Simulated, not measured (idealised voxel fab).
process module | voxel tone inversion
cross-section cut | 290 nm wide | cells 5 nm
A cross-section is a grid of square cells, given in bands from the top down. A band is one or more rows of cells.
Each band's line starts with the height of the band's top and of its bottom, in nm. Then come its materials from left to right, each with its width in nm. One material with "throughout" fills the band from edge to edge. "air" is empty space.
Height 0 is the level under which the wafer as received is all one material. The lowest band goes on downwards, as in "0 down".
A width such as "30 to 40" changes by the same amount from each row of cells to the next, from the band's top row to its bottom row.
"no change" after a step means that no cell of the cross-section changed.
closed voids: empty space of 8 cells or more with no open way to the top, each as width x height at its distance from the left edge, in nm
after a step's settings: what the simulator itself notes on the step
overlay nm, on a step with a mask: how far to the right of its planned place the mask lay; to the left if negative
plan
1 op RECEIVE | material Si
2 op CONFORMAL_DEP | material SiCN | thk nm 10
3 op DIRECTIONAL_DEP | material aC | thk nm 25
4 op PATTERN | tone cover | mask id POSTS | material resist | width nm 20 | pitch nm 35 | thk nm 30 | overlay nm 0
5 op DIRECTIONAL_ETCH | etch materials aC | depth nm 25
6 op STRIP | etch materials resist
7 op FILL_DEP | material SiO2 | thk nm 10
8 op CMP | height nm 35
9 op STRIP | etch materials aC
10 op CONFORMAL_DEP | material TiN | thk nm 5
11 op FILL_DEP | material Cu | thk nm 5
12 op CMP | height nm 35
13 op CONFORMAL_DEP | material SiN | thk nm 5
as received, after step 1
  0 down: Si throughout
  closed voids: none
first wafer at the end, as planned
  40 to 35: SiN throughout
  35 to 15: SiO2 100 | TiN 5 | Cu 10 | TiN 5 | SiO2 15 | TiN 5 | Cu 10 | TiN 5 | SiO2 15 | TiN 5 | Cu 10 | TiN 5 | SiO2 100
  15 to 10: SiO2 100 | TiN 20 | SiO2 15 | TiN 20 | SiO2 15 | TiN 20 | SiO2 100
  10 to 0: SiCN throughout
  0 down: Si throughout
  closed voids: none
second wafer at the end: like start, like plan, one mistake
  40 to 35: SiN throughout
  35 to 15: SiO2 100 | TiN 5 | SiO2 10 | TiN 5 | SiO2 15 | TiN 5 | SiO2 10 | TiN 5 | SiO2 15 | TiN 5 | SiO2 10 | TiN 5 | SiO2 100
  15 to 10: SiO2 100 | TiN 20 | SiO2 15 | TiN 20 | SiO2 15 | TiN 20 | SiO2 100
  10 to 0: SiCN throughout
  0 down: Si throughout
  closed voids: none
what went wrong: step 11 ran as: op FILL_DEP | material SiO2 | thk nm 5
at the end the second wafer has, in cells: 24 fewer of Cu | 24 more of SiO2
